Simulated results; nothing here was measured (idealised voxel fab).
This is a process module. Its name is voxel self aligned vias.
Xsec cut, 145 nm wide, square cell size 5 nm.
Just so we're on the same page, the cross-sections are grids of square cells, and they're listed out in bands top to bottom, each band one or more rows deep. Basically the band line says how high the top is and how high the bottom is, in nm, and then what's in it from left to right, every material with its width in nm. Empty space shows up as "blank", and if a single material carries "everywhere" it runs the full band edge to edge. Where do heights start? At 0: under that level the wafer as delivered is made of one material only. And the lowest band has no floor; it just carries on downward, as in "0 down". The expression "30->40" gives the width at the extremes of the band, the first number at its top row of cells and the second at its bottom row, with the width changing by equal amounts from each row to the next in between. Step marked "nothing different"? Then no cell in the cross-section changed in it. Empty spaces counting at least 8 cells and having no open way to the top are listed in "Enclosed internal cavities". The notation width x height at distance is used for each, the distance being from the left edge and all three values in nm. That trailing text on a step's line, after the settings, is the simulator's own remark on the step. You can add "overlay nm" to a step's line. For a step with a mask, it describes how far the mask lay to the right of its planned position, and a negative number describes a lay to the left.
## List of planned process steps
1. RECEIVE [material Si]
2. CONFORMAL_DEP [material SiO2] [thk nm 15]
3. CONFORMAL_DEP [material SiCN] [thk nm 5]
4. DIRECTIONAL_DEP [material SiO2] [thk nm 25]
5. DIRECTIONAL_DEP [material aC] [thk nm 15]
6. PATTERN [tone open] [mask id LINES] [material resist] [width nm 30] [pitch nm 60] [thk nm 35] [overlay nm 0]
7. DIRECTIONAL_ETCH [etch materials aC] [depth nm 15]
8. STRIP [etch materials resist]
9. DIRECTIONAL_ETCH [etch materials SiO2] [depth nm 25]
10. STRIP [etch materials aC]
11. CONFORMAL_DEP [material TiN] [thk nm 5]
12. FILL_DEP [material Ru] [thk nm 5]
13. CMP [height nm 45]
14. SELECTIVE_ETCH [etch materials W Ru TiN] [depth nm 5]
15. FILL_DEP [material SiN] [thk nm 5]
16. CMP [height nm 45]
17. DIRECTIONAL_DEP [material SiO2] [thk nm 15]
18. MASKED_ETCH [tone open] [mask id VIAS] [width nm 40] [etch materials SiO2] [depth nm 15] [overlay nm 0]
19. MASKED_ETCH [tone open] [mask id VIAS] [width nm 40] [etch materials SiN] [depth nm 5] [overlay nm 0]
20. CONFORMAL_DEP [material TiN] [thk nm 5]
21. FILL_DEP [material Cu] [thk nm 5]
22. CMP [height nm 60]
23. CONFORMAL_DEP [material SiN] [thk nm 5]
## Wafer cross-section on receipt, i.e. after step 1
> 0 down | Si everywhere
> Enclosed internal cavities: none
## The plan above was carried out on the starting structure above with one mistake, and this cross-section shows the wafer at the end of the module
> 65 to 60 | SiN everywhere
> 60 to 45 | 20 nm SiO2 / 5 nm TiN / 30 nm Cu / 5 nm TiN / 85 nm SiO2
> 45 to 40 | 20 nm SiN / 40 nm TiN / 85 nm SiN
> 40 to 20 | 25 nm SiO2 / 5 nm TiN / 20 nm Ru / 5 nm TiN / 30 nm SiO2 / 5 nm TiN / 20 nm Ru / 5 nm TiN / 30 nm SiO2
> 20 to 15 | 25 nm SiO2 / 30 nm TiN / 30 nm SiO2 / 30 nm TiN / 30 nm SiO2
> 15 to 0 | SiO2 everywhere
> 0 down | Si everywhere
> Enclosed internal cavities: none
Here's what went sideways: step 3 of the plan was bypassed and not carried out
